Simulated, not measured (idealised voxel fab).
Process module name: voxel fin reveal
Section shown: cut. Width: 240 nm. Cell size: 5 nm, square.
Reading order for cross-sections: top band down to bottom band. Underlying form: a grid of square cells. Band size: one or more rows of cells. First you get the band's top height and its bottom height, in nm, and then the materials it's made of, left to right, with each width in nm. If you see a single material with "throughout", that one covers the band edge to edge. "air" is empty space. Where do heights start? At 0: under that level the wafer as delivered is made of one material only. And the lowest band has no floor; it just carries on downward, as in "0 nm and below". A two-number width, for instance "30 to 40", indicates that the width is equal to the first number in the top row of the band and to the second number in the bottom row, and that it changes by a constant amount per row of cells. Key: "remained unchanged" - step with no changed cell in the cross-section. Reported under the label "Closed void roster" are the empty spaces having no open way to the top and comprising 8 cells or more; the notation for each is width x height at distance, in which the distance is measured from the left edge and all three values are in nm. Heads up: the bit after the settings on a step's line is the simulator's remark on that step. A step line may carry the setting "overlay nm", which, for steps involving a mask, states the distance by which the mask lay to the right of its intended position; negative values denote displacement to the left.

The process steps that were planned are listed below
1,RECEIVE,material Si
2,CONFORMAL_DEP,material SiN,thk nm 5
3,PATTERN,tone cover,mask id FINS,material resist,width nm 15,pitch nm 35,thk nm 15,overlay nm 0
4,DIRECTIONAL_ETCH,etch materials SiN,depth nm 5
5,DIRECTIONAL_ETCH,etch materials Si,depth nm 35
6,STRIP,etch materials resist
7,FILL_DEP,material SiO2,thk nm 15
8,CMP,height nm 5
9,SELECTIVE_ETCH,etch materials SiO2,depth nm 15
10,STRIP,etch materials SiN

Cross-sectional view of the wafer in its as-received condition, corresponding to the state after step 1
  0 nm and below  Si throughout
  Closed void roster: none

Cross-sectional image of the first of two wafers at the end of the module, the run having proceeded as planned
  0 nm to -10 nm  60 air | 15 Si | 20 air | 15 Si | 20 air | 15 Si | 20 air | 15 Si | 60 air
  -10 nm to -35 nm  60 SiO2 | 15 Si | 20 SiO2 | 15 Si | 20 SiO2 | 15 Si | 20 SiO2 | 15 Si | 60 SiO2
  -35 nm and below  Si throughout
  Closed void roster: none

End of module, second wafer, cross-section. Started like the first, planned like the first, run with one mistake
  0 nm to -10 nm  65 air | 15 Si | 20 air | 15 Si | 20 air | 15 Si | 20 air | 15 Si | 55 air
  -10 nm to -35 nm  65 SiO2 | 15 Si | 20 SiO2 | 15 Si | 20 SiO2 | 15 Si | 20 SiO2 | 15 Si | 55 SiO2
  -35 nm and below  Si throughout
  Closed void roster: none
Finding, execution versus plan: step 3 deviated from plan and actually ran as PATTERN,tone cover,mask id FINS,material resist,width nm 15,pitch nm 35,thk nm 15,overlay nm 5
Cell counts per material: same on both final wafers. Positions: different.
